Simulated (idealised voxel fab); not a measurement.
process module | voxel lift off
cross-section cut | 190 nm wide | cells 5 nm
A cross-section is a grid of square cells, given in bands from the top down. A band is one or more rows of cells.
Each band's line starts with the height of the band's top and of its bottom, in nm. Then come its materials from left to right, each with its width in nm. One material with "throughout" fills the band from edge to edge. "air" is empty space.
Height 0 is the level under which the wafer as received is all one material. The lowest band goes on downwards, as in "0 down".
A width such as "30 to 40" changes by the same amount from each row of cells to the next, from the band's top row to its bottom row.
"no change" after a step means that no cell of the cross-section changed.
closed voids: empty space of 8 cells or more with no open way to the top, each as width x height at its distance from the left edge, in nm
after a step's settings: what the simulator itself notes on the step
overlay nm, on a step with a mask: how far to the right of its planned place the mask lay; to the left if negative
plan
1 op RECEIVE | material Si
2 op CONFORMAL_DEP | material SiN | thk nm 15
3 op PATTERN | tone open | mask id LINES | material resist | width nm 25 | pitch nm 55 | thk nm 20 | overlay nm 0
4 op DIRECTIONAL_DEP | material Ru | thk nm 5
5 op STRIP | etch materials resist
6 op CONFORMAL_DEP | material SiCN | thk nm 5
first wafer, as planned
as received, after step 1
  0 down: Si throughout
  closed voids: none
after step 2
  15 to 0: SiN throughout
  below 0: unchanged
after step 3
  35 to 15: resist 25 | air 25 | resist 30 | air 25 | resist 30 | air 25 | resist 30
  below 15: unchanged
after step 4
  40 to 35: Ru 25 | air 25 | Ru 30 | air 25 | Ru 30 | air 25 | Ru 30
  35 to 20: resist 25 | air 25 | resist 30 | air 25 | resist 30 | air 25 | resist 30
  20 to 15: resist 25 | Ru 25 | resist 30 | Ru 25 | resist 30 | Ru 25 | resist 30
  below 15: unchanged
after step 5
  20 to 15: air 25 | Ru 25 | air 30 | Ru 25 | air 30 | Ru 25 | air 30
  below 15: unchanged
after step 6
  25 to 20: air 20 | SiCN 35 | air 20 | SiCN 35 | air 20 | SiCN 35 | air 25
  20 to 15: SiCN 25 | Ru 25 | SiCN 30 | Ru 25 | SiCN 30 | Ru 25 | SiCN 30
  below 15: unchanged
second wafer: like start, like plan, one mistake. Through step 1 it matches the first wafer
when step 2 should have ended
  5 to 0: SiN throughout
  below 0: unchanged
when step 3 should have ended
  25 to 5: resist 25 | air 25 | resist 30 | air 25 | resist 30 | air 25 | resist 30
  below 5: unchanged
when step 4 should have ended
  30 to 25: Ru 25 | air 25 | Ru 30 | air 25 | Ru 30 | air 25 | Ru 30
  25 to 10: resist 25 | air 25 | resist 30 | air 25 | resist 30 | air 25 | resist 30
  10 to 5: resist 25 | Ru 25 | resist 30 | Ru 25 | resist 30 | Ru 25 | resist 30
  below 5: unchanged
when step 5 should have ended
  10 to 5: air 25 | Ru 25 | air 30 | Ru 25 | air 30 | Ru 25 | air 30
  below 5: unchanged
when step 6 should have ended
  15 to 10: air 20 | SiCN 35 | air 20 | SiCN 35 | air 20 | SiCN 35 | air 25
  10 to 5: SiCN 25 | Ru 25 | SiCN 30 | Ru 25 | SiCN 30 | Ru 25 | SiCN 30
  below 5: unchanged
what went wrong: step 2 ran as: op CONFORMAL_DEP | material SiN | thk nm 5
at the end the second wafer has, in cells: 76 fewer of SiN
